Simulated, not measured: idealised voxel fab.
Module name: voxel trench capacitor (process module)
Cross-section cut spans 250 nm and uses square cells 5 nm in size.
We lay out every cross-section as a grid of square cells and spell it out in bands from the top down, where one band means one or more rows of cells.
In this notation a band is specified by the heights of its top and bottom, in that order and in nm, after which its materials appear from left to right, each paired with its width in nm. The word "throughout" attached to a single material means that material fills the band from edge to edge; the word "air" stands for empty space.
Convention: height 0 is the level below which the wafer, as received, is all one material. The lowest band does not terminate at the bottom but continues downward, represented as "0 nm and below".
Width spec "30->40" -> top row of cells at first value, bottom row at second value, equal per-row change in between.
Step note "all unchanged" = no cross-section cell changed.
The list in "Trapped cavities" covers empty spaces of 8 cells or more that cannot reach the top through any open way, and it gives each as width x height at distance; the distance is from the left edge, and width, height and distance are in nm.
Past the settings on a step's line: simulator remark, on that step.
Steps that use a mask can have "overlay nm" on their line. It says how far the mask sat to the right of where it was meant to be. Negative means to the left.

[The planned process steps are enumerated hereunder]
1. RECEIVE, material Si
2. CONFORMAL_DEP, material SiN, thk nm 10
3. PATTERN, tone open, mask id TRENCH, material resist, width nm 30, pitch nm 55, thk nm 15, overlay nm 0
4. DIRECTIONAL_ETCH, etch materials SiN, depth nm 10
5. DIRECTIONAL_ETCH, etch materials Si, depth nm 40
6. STRIP, etch materials resist
7. CONFORMAL_DEP, material Al2O3, thk nm 5
8. CONFORMAL_DEP, material TiN, thk nm 5
9. FILL_DEP, material W, thk nm 5
10. CMP, height nm 10

[Run as planned: first of two wafers]

[Cross-section of the wafer as it came to us, i.e., already through step 1]
- 0 nm and below  Si throughout
- Trapped cavities: none

[Take a look at the wafer's cross-section after step 2]
- 10 nm to 0 nm  SiN throughout
- Under the height 0 nothing was changed.

[Take a look at the wafer's cross-section after step 3]
- 25 nm to 10 nm  resist 25 nm | air 30 nm | resist 25 nm | air 30 nm | resist 25 nm | air 30 nm | resist 25 nm | air 30 nm | resist 30 nm
- Under the height 10 nothing was changed.

[Take a look at the wafer's cross-section after step 4]
- 25 nm to 10 nm  resist 25 nm | air 30 nm | resist 25 nm | air 30 nm | resist 25 nm | air 30 nm | resist 25 nm | air 30 nm | resist 30 nm
- 10 nm to 0 nm  SiN 25 nm | air 30 nm | SiN 25 nm | air 30 nm | SiN 25 nm | air 30 nm | SiN 25 nm | air 30 nm | SiN 30 nm
- Under the height 0 nothing was changed.

[Take a look at the wafer's cross-section after step 5]
- 25 nm to 10 nm  resist 25 nm | air 30 nm | resist 25 nm | air 30 nm | resist 25 nm | air 30 nm | resist 25 nm | air 30 nm | resist 30 nm
- 10 nm to 0 nm  SiN 25 nm | air 30 nm | SiN 25 nm | air 30 nm | SiN 25 nm | air 30 nm | SiN 25 nm | air 30 nm | SiN 30 nm
- 0 nm to -40 nm  Si 25 nm | air 30 nm | Si 25 nm | air 30 nm | Si 25 nm | air 30 nm | Si 25 nm | air 30 nm | Si 30 nm
- Under the height -40 nothing was changed.

[Take a look at the wafer's cross-section after step 6]
- 10 nm to 0 nm  SiN 25 nm | air 30 nm | SiN 25 nm | air 30 nm | SiN 25 nm | air 30 nm | SiN 25 nm | air 30 nm | SiN 30 nm
- Under the height 0 nothing was changed.

[Take a look at the wafer's cross-section after step 7]
- 15 nm to 10 nm  Al2O3 30 nm | air 20 nm | Al2O3 35 nm | air 20 nm | Al2O3 35 nm | air 20 nm | Al2O3 35 nm | air 20 nm | Al2O3 35 nm
- 10 nm to 0 nm  SiN 25 nm | Al2O3 5 nm | air 20 nm | Al2O3 5 nm | SiN 25 nm | Al2O3 5 nm | air 20 nm | Al2O3 5 nm | SiN 25 nm | Al2O3 5 nm | air 20 nm | Al2O3 5 nm | SiN 25 nm | Al2O3 5 nm | air 20 nm | Al2O3 5 nm | SiN 30 nm
- 0 nm to -35 nm  Si 25 nm | Al2O3 5 nm | air 20 nm | Al2O3 5 nm | Si 25 nm | Al2O3 5 nm | air 20 nm | Al2O3 5 nm | Si 25 nm | Al2O3 5 nm | air 20 nm | Al2O3 5 nm | Si 25 nm | Al2O3 5 nm | air 20 nm | Al2O3 5 nm | Si 30 nm
- -35 nm to -40 nm  Si 25 nm | Al2O3 30 nm | Si 25 nm | Al2O3 30 nm | Si 25 nm | Al2O3 30 nm | Si 25 nm | Al2O3 30 nm | Si 30 nm
- Under the height -40 nothing was changed.

[Take a look at the wafer's cross-section after step 8]
- 20 nm to 15 nm  TiN 35 nm | air 10 nm | TiN 45 nm | air 10 nm | TiN 45 nm | air 10 nm | TiN 45 nm | air 10 nm | TiN 40 nm
- 15 nm to 10 nm  Al2O3 30 nm | TiN 5 nm | air 10 nm | TiN 5 nm | Al2O3 35 nm | TiN 5 nm | air 10 nm | TiN 5 nm | Al2O3 35 nm | TiN 5 nm | air 10 nm | TiN 5 nm | Al2O3 35 nm | TiN 5 nm | air 10 nm | TiN 5 nm | Al2O3 35 nm
- 10 nm to 0 nm  SiN 25 nm | Al2O3 5 nm | TiN 5 nm | air 10 nm | TiN 5 nm | Al2O3 5 nm | SiN 25 nm | Al2O3 5 nm | TiN 5 nm | air 10 nm | TiN 5 nm | Al2O3 5 nm | SiN 25 nm | Al2O3 5 nm | TiN 5 nm | air 10 nm | TiN 5 nm | Al2O3 5 nm | SiN 25 nm | Al2O3 5 nm | TiN 5 nm | air 10 nm | TiN 5 nm | Al2O3 5 nm | SiN 30 nm
- 0 nm to -30 nm  Si 25 nm | Al2O3 5 nm | TiN 5 nm | air 10 nm | TiN 5 nm | Al2O3 5 nm | Si 25 nm | Al2O3 5 nm | TiN 5 nm | air 10 nm | TiN 5 nm | Al2O3 5 nm | Si 25 nm | Al2O3 5 nm | TiN 5 nm | air 10 nm | TiN 5 nm | Al2O3 5 nm | Si 25 nm | Al2O3 5 nm | TiN 5 nm | air 10 nm | TiN 5 nm | Al2O3 5 nm | Si 30 nm
- -30 nm to -35 nm  Si 25 nm | Al2O3 5 nm | TiN 20 nm | Al2O3 5 nm | Si 25 nm | Al2O3 5 nm | TiN 20 nm | Al2O3 5 nm | Si 25 nm | Al2O3 5 nm | TiN 20 nm | Al2O3 5 nm | Si 25 nm | Al2O3 5 nm | TiN 20 nm | Al2O3 5 nm | Si 30 nm
- Under the height -35 nothing was changed.

[Take a look at the wafer's cross-section after step 9]
- 25 nm to 20 nm  W throughout
- 20 nm to 15 nm  TiN 35 nm | W 10 nm | TiN 45 nm | W 10 nm | TiN 45 nm | W 10 nm | TiN 45 nm | W 10 nm | TiN 40 nm
- 15 nm to 10 nm  Al2O3 30 nm | TiN 5 nm | W 10 nm | TiN 5 nm | Al2O3 35 nm | TiN 5 nm | W 10 nm | TiN 5 nm | Al2O3 35 nm | TiN 5 nm | W 10 nm | TiN 5 nm | Al2O3 35 nm | TiN 5 nm | W 10 nm | TiN 5 nm | Al2O3 35 nm
- 10 nm to 0 nm  SiN 25 nm | Al2O3 5 nm | TiN 5 nm | W 10 nm | TiN 5 nm | Al2O3 5 nm | SiN 25 nm | Al2O3 5 nm | TiN 5 nm | W 10 nm | TiN 5 nm | Al2O3 5 nm | SiN 25 nm | Al2O3 5 nm | TiN 5 nm | W 10 nm | TiN 5 nm | Al2O3 5 nm | SiN 25 nm | Al2O3 5 nm | TiN 5 nm | W 10 nm | TiN 5 nm | Al2O3 5 nm | SiN 30 nm
- 0 nm to -30 nm  Si 25 nm | Al2O3 5 nm | TiN 5 nm | W 10 nm | TiN 5 nm | Al2O3 5 nm | Si 25 nm | Al2O3 5 nm | TiN 5 nm | W 10 nm | TiN 5 nm | Al2O3 5 nm | Si 25 nm | Al2O3 5 nm | TiN 5 nm | W 10 nm | TiN 5 nm | Al2O3 5 nm | Si 25 nm | Al2O3 5 nm | TiN 5 nm | W 10 nm | TiN 5 nm | Al2O3 5 nm | Si 30 nm
- Under the height -30 nothing was changed.

[Take a look at the wafer's cross-section after step 10]
- 10 nm to 0 nm  SiN 25 nm | Al2O3 5 nm | TiN 5 nm | W 10 nm | TiN 5 nm | Al2O3 5 nm | SiN 25 nm | Al2O3 5 nm | TiN 5 nm | W 10 nm | TiN 5 nm | Al2O3 5 nm | SiN 25 nm | Al2O3 5 nm | TiN 5 nm | W 10 nm | TiN 5 nm | Al2O3 5 nm | SiN 25 nm | Al2O3 5 nm | TiN 5 nm | W 10 nm | TiN 5 nm | Al2O3 5 nm | SiN 30 nm
- Under the height 0 nothing was changed.

[Here the second wafer is described. Its start and its plan were those of the first wafer. Its run contained one mistake. Up to and including step 4, it did exactly what the first wafer did]

[The second wafer cut through, at the time step 5 was supposed to be finished]
- 25 nm to 10 nm  resist 25 nm | air 30 nm | resist 25 nm | air 30 nm | resist 25 nm | air 30 nm | resist 25 nm | air 30 nm | resist 30 nm
- 10 nm to 0 nm  SiN 25 nm | air 30 nm | SiN 25 nm | air 30 nm | SiN 25 nm | air 30 nm | SiN 25 nm | air 30 nm | SiN 30 nm
- 0 nm to -80 nm  Si 25 nm | air 30 nm | Si 25 nm | air 30 nm | Si 25 nm | air 30 nm | Si 25 nm | air 30 nm | Si 30 nm
- Under the height -80 nothing was changed.

[The second wafer cut through, at the time step 6 was supposed to be finished]
- 10 nm to 0 nm  SiN 25 nm | air 30 nm | SiN 25 nm | air 30 nm | SiN 25 nm | air 30 nm | SiN 25 nm | air 30 nm | SiN 30 nm
- Under the height 0 nothing was changed.

[The second wafer cut through, at the time step 7 was supposed to be finished]
- 15 nm to 10 nm  Al2O3 30 nm | air 20 nm | Al2O3 35 nm | air 20 nm | Al2O3 35 nm | air 20 nm | Al2O3 35 nm | air 20 nm | Al2O3 35 nm
- 10 nm to 0 nm  SiN 25 nm | Al2O3 5 nm | air 20 nm | Al2O3 5 nm | SiN 25 nm | Al2O3 5 nm | air 20 nm | Al2O3 5 nm | SiN 25 nm | Al2O3 5 nm | air 20 nm | Al2O3 5 nm | SiN 25 nm | Al2O3 5 nm | air 20 nm | Al2O3 5 nm | SiN 30 nm
- 0 nm to -75 nm  Si 25 nm | Al2O3 5 nm | air 20 nm | Al2O3 5 nm | Si 25 nm | Al2O3 5 nm | air 20 nm | Al2O3 5 nm | Si 25 nm | Al2O3 5 nm | air 20 nm | Al2O3 5 nm | Si 25 nm | Al2O3 5 nm | air 20 nm | Al2O3 5 nm | Si 30 nm
- -75 nm to -80 nm  Si 25 nm | Al2O3 30 nm | Si 25 nm | Al2O3 30 nm | Si 25 nm | Al2O3 30 nm | Si 25 nm | Al2O3 30 nm | Si 30 nm
- Under the height -80 nothing was changed.

[The second wafer cut through, at the time step 8 was supposed to be finished]
- 20 nm to 15 nm  TiN 35 nm | air 10 nm | TiN 45 nm | air 10 nm | TiN 45 nm | air 10 nm | TiN 45 nm | air 10 nm | TiN 40 nm
- 15 nm to 10 nm  Al2O3 30 nm | TiN 5 nm | air 10 nm | TiN 5 nm | Al2O3 35 nm | TiN 5 nm | air 10 nm | TiN 5 nm | Al2O3 35 nm | TiN 5 nm | air 10 nm | TiN 5 nm | Al2O3 35 nm | TiN 5 nm | air 10 nm | TiN 5 nm | Al2O3 35 nm
- 10 nm to 0 nm  SiN 25 nm | Al2O3 5 nm | TiN 5 nm | air 10 nm | TiN 5 nm | Al2O3 5 nm | SiN 25 nm | Al2O3 5 nm | TiN 5 nm | air 10 nm | TiN 5 nm | Al2O3 5 nm | SiN 25 nm | Al2O3 5 nm | TiN 5 nm | air 10 nm | TiN 5 nm | Al2O3 5 nm | SiN 25 nm | Al2O3 5 nm | TiN 5 nm | air 10 nm | TiN 5 nm | Al2O3 5 nm | SiN 30 nm
- 0 nm to -70 nm  Si 25 nm | Al2O3 5 nm | TiN 5 nm | air 10 nm | TiN 5 nm | Al2O3 5 nm | Si 25 nm | Al2O3 5 nm | TiN 5 nm | air 10 nm | TiN 5 nm | Al2O3 5 nm | Si 25 nm | Al2O3 5 nm | TiN 5 nm | air 10 nm | TiN 5 nm | Al2O3 5 nm | Si 25 nm | Al2O3 5 nm | TiN 5 nm | air 10 nm | TiN 5 nm | Al2O3 5 nm | Si 30 nm
- -70 nm to -75 nm  Si 25 nm | Al2O3 5 nm | TiN 20 nm | Al2O3 5 nm | Si 25 nm | Al2O3 5 nm | TiN 20 nm | Al2O3 5 nm | Si 25 nm | Al2O3 5 nm | TiN 20 nm | Al2O3 5 nm | Si 25 nm | Al2O3 5 nm | TiN 20 nm | Al2O3 5 nm | Si 30 nm
- Under the height -75 nothing was changed.

[The second wafer cut through, at the time step 9 was supposed to be finished]
- 25 nm to 20 nm  W throughout
- 20 nm to 15 nm  TiN 35 nm | W 10 nm | TiN 45 nm | W 10 nm | TiN 45 nm | W 10 nm | TiN 45 nm | W 10 nm | TiN 40 nm
- 15 nm to 10 nm  Al2O3 30 nm | TiN 5 nm | W 10 nm | TiN 5 nm | Al2O3 35 nm | TiN 5 nm | W 10 nm | TiN 5 nm | Al2O3 35 nm | TiN 5 nm | W 10 nm | TiN 5 nm | Al2O3 35 nm | TiN 5 nm | W 10 nm | TiN 5 nm | Al2O3 35 nm
- 10 nm to 0 nm  SiN 25 nm | Al2O3 5 nm | TiN 5 nm | W 10 nm | TiN 5 nm | Al2O3 5 nm | SiN 25 nm | Al2O3 5 nm | TiN 5 nm | W 10 nm | TiN 5 nm | Al2O3 5 nm | SiN 25 nm | Al2O3 5 nm | TiN 5 nm | W 10 nm | TiN 5 nm | Al2O3 5 nm | SiN 25 nm | Al2O3 5 nm | TiN 5 nm | W 10 nm | TiN 5 nm | Al2O3 5 nm | SiN 30 nm
- 0 nm to -70 nm  Si 25 nm | Al2O3 5 nm | TiN 5 nm | W 10 nm | TiN 5 nm | Al2O3 5 nm | Si 25 nm | Al2O3 5 nm | TiN 5 nm | W 10 nm | TiN 5 nm | Al2O3 5 nm | Si 25 nm | Al2O3 5 nm | TiN 5 nm | W 10 nm | TiN 5 nm | Al2O3 5 nm | Si 25 nm | Al2O3 5 nm | TiN 5 nm | W 10 nm | TiN 5 nm | Al2O3 5 nm | Si 30 nm
- Under the height -70 nothing was changed.

[The second wafer cut through, at the time step 10 was supposed to be finished]
- 10 nm to 0 nm  SiN 25 nm | Al2O3 5 nm | TiN 5 nm | W 10 nm | TiN 5 nm | Al2O3 5 nm | SiN 25 nm | Al2O3 5 nm | TiN 5 nm | W 10 nm | TiN 5 nm | Al2O3 5 nm | SiN 25 nm | Al2O3 5 nm | TiN 5 nm | W 10 nm | TiN 5 nm | Al2O3 5 nm | SiN 25 nm | Al2O3 5 nm | TiN 5 nm | W 10 nm | TiN 5 nm | Al2O3 5 nm | SiN 30 nm
- Under the height 0 nothing was changed.
It is concluded that the wafer was processed incorrectly with respect to the plan, in that step 5 of the plan was twice carried out
Wrapping up, a cell-based count of both wafers puts the second over or under the first for these materials: Al2O3: 64 more | Si: 192 fewer | TiN: 64 more | W: 64 more
